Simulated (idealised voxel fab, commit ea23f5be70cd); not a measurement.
The name of this process module is voxel lift off.
230 nm wide, 5 nm square cells: that's cross-section cut.
Each cross-section below is a grid of square cells, stated as bands in top-down order, with one or more rows of cells making up each band. Basically the band line says how high the top is and how high the bottom is, in nm, and then what's in it from left to right, every material with its width in nm. Empty space shows up as "air", and if a single material carries "full width" it runs the full band edge to edge. All heights in this document are referenced to 0, defined as the level beneath which the wafer, as received, consists entirely of one material. The lowest band is not bounded below; it extends indefinitely downward and is written in the form "0 down". Width: "30->40" (first number = top row, second number = bottom row, same change from row to row of cells). Where the words "no alterations made" appear for a step, the cross-section shows no cell changed by that step; every cell remained as before. The entry "Voids lacking openings" lists the empty spaces that cover at least 8 cells and have no open path to the top. Each is written as width x height at distance, where the distance is measured from the left edge and all three values are in nm. Text after the settings on a step's line: the simulator's own remark on that step. The line of a step may include "overlay nm". On a step with a mask, this value is how far to the right of its planned place the mask lay. A negative value means the mask lay to the left.
[Intended process steps]
| 1 | RECEIVE | material Si |
| 2 | CONFORMAL_DEP | material SiN | thk nm 5 |
| 3 | PATTERN | tone open | mask id LINES | material resist | width nm 15 | pitch nm 30 | thk nm 30 | overlay nm 0 |
| 4 | DIRECTIONAL_DEP | material Ru | thk nm 15 |
| 5 | STRIP | etch materials resist |
| 6 | CONFORMAL_DEP | material SiO2 | thk nm 5 |
[The first of the two wafers, which ran as planned]
[As-received wafer cross-section (after step 1)]
- 0 down  Si full width
- Voids lacking openings: none
[How the wafer stands in section after step 2]
- 5 to 0  SiN full width
- No changes below 0.
[How the wafer stands in section after step 3]
- 35 to 5  90 of resist  15 of air  15 of resist  15 of air  95 of resist
- No changes below 5.
[How the wafer stands in section after step 4]
- 50 to 35  90 of Ru  15 of air  15 of Ru  15 of air  95 of Ru
- 35 to 20  90 of resist  15 of air  15 of resist  15 of air  95 of resist
- 20 to 5  90 of resist  15 of Ru  15 of resist  15 of Ru  95 of resist
- No changes below 5.
[How the wafer stands in section after step 5]
- 20 to 5  90 of air  15 of Ru  15 of air  15 of Ru  95 of air
- No changes below 5.
[How the wafer stands in section after step 6]
- 25 to 20  85 of air  25 of SiO2  5 of air  25 of SiO2  90 of air
- 20 to 10  85 of air  5 of SiO2  15 of Ru  5 of SiO2  5 of air  5 of SiO2  15 of Ru  5 of SiO2  90 of air
- 10 to 5  90 of SiO2  15 of Ru  15 of SiO2  15 of Ru  95 of SiO2
- No changes below 5.
[What follows concerns the second wafer, which started out like the first and was meant to follow the very same plan; one mistake crept in when it was run, but everything up to and including step 4 is the same as for the first wafer]
[Cross-section of the second wafer when, according to plan, step 5 should have finished]
- 20 to 5  90 of air  15 of Ru  15 of air  15 of Ru  95 of air
- No changes below 5.
[Cross-section of the second wafer when, according to plan, step 6 should have finished]
- 25 to 20  85 of air  25 of SiO2  5 of air  25 of SiO2  90 of air
- 20 to 10  85 of air  5 of SiO2  15 of Ru  5 of SiO2  5 of air  5 of SiO2  15 of Ru  5 of SiO2  90 of air
- 10 to 5  90 of SiO2  15 of Ru  15 of SiO2  15 of Ru  95 of SiO2
- No changes below 5.
Against the plan, the run slipped here: twice, step 5 of the plan was run
Since the two wafers finish with cross-sections that are the same, nothing this model computes is changed by the mistake.
